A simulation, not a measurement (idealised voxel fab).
Name of the process module below: voxel tone inversion
This is section cut - it's 255 nm across, gridded in 5 nm square cells.
In this document a cross-section is written as a grid of square cells. It is given as a series of bands, listed from the top down, and a band is one or more rows of cells.
What a band's entry tells you: where the top is and where the bottom is, as heights in nm, and after that what lies inside, material by material from left to right, each with its width in nm. Empty space is written as the word "air", and a single material marked with the word "throughout" occupies the band from edge to edge.
Height reference: 0 = level under which incoming wafer is all one material. Lowest band: no bottom, runs on downward, e.g. "0 and below".
The width entry "30..40" should be interpreted row by row: the top row of cells in the band takes the first number, the bottom row takes the second number, and the change between adjacent rows is uniform throughout.
"nothing was modified" -> step changed no cross-section cell.
The label "Enclosed voids" introduces a list of the empty spaces, 8 cells or larger, that have no open way up to the top; each entry in it reads width x height at distance, where the distance is taken from the left edge and all three are stated in nm.
On each step's line, the part that comes after the settings is the simulator's own comment on the step.
On any step carrying a mask, the "overlay nm" setting, if present on the step's line, tells how far right of its planned place the mask lay; negative values point to the left.

This section lists the process steps that were planned:
| 1 | RECEIVE, material Si |
| 2 | CONFORMAL_DEP, material SiN, thk nm 10 |
| 3 | DIRECTIONAL_DEP, material polySi, thk nm 25 |
| 4 | PATTERN, tone cover, mask id POSTS, material resist, width nm 25, pitch nm 40, thk nm 30, overlay nm -15 |
| 5 | DIRECTIONAL_ETCH, etch materials polySi, depth nm 25 |
| 6 | STRIP, etch materials resist |
| 7 | FILL_DEP, material lowk, thk nm 5 |
| 8 | CMP, height nm 35 |
| 9 | STRIP, etch materials polySi |
| 10 | CONFORMAL_DEP, material TiN, thk nm 5 |
| 11 | FILL_DEP, material Cu, thk nm 10 |
| 12 | CMP, height nm 35 |
| 13 | CONFORMAL_DEP, material SiCN, thk nm 5 |
Same starting wafers, different overlay nm at step 4. Plan value belongs to the first wafer.

Here's the first of the wafers in cross-section, just as we got it, i.e. after step 1:
0 and below | Si throughout
Enclosed voids: none

Per wafer, end of module: cells gained (+) or lost (-) per material since receipt, then closed voids:
overlay nm -15; +24 Cu; +51 SiCN; +102 SiN; +26 TiN; +205 lowk; Enclosed voids: none
overlay nm -10; +24 Cu; +51 SiCN; +102 SiN; +26 TiN; +205 lowk; Enclosed voids: none
overlay nm -5; +24 Cu; +51 SiCN; +102 SiN; +26 TiN; +205 lowk; Enclosed voids: none
overlay nm 0; +24 Cu; +51 SiCN; +102 SiN; +26 TiN; +205 lowk; Enclosed voids: none
overlay nm 5; +24 Cu; +51 SiCN; +102 SiN; +26 TiN; +205 lowk; Enclosed voids: none
overlay nm 10; +24 Cu; +51 SiCN; +102 SiN; +26 TiN; +205 lowk; Enclosed voids: none
overlay nm 15; +24 Cu; +51 SiCN; +102 SiN; +26 TiN; +205 lowk; Enclosed voids: none
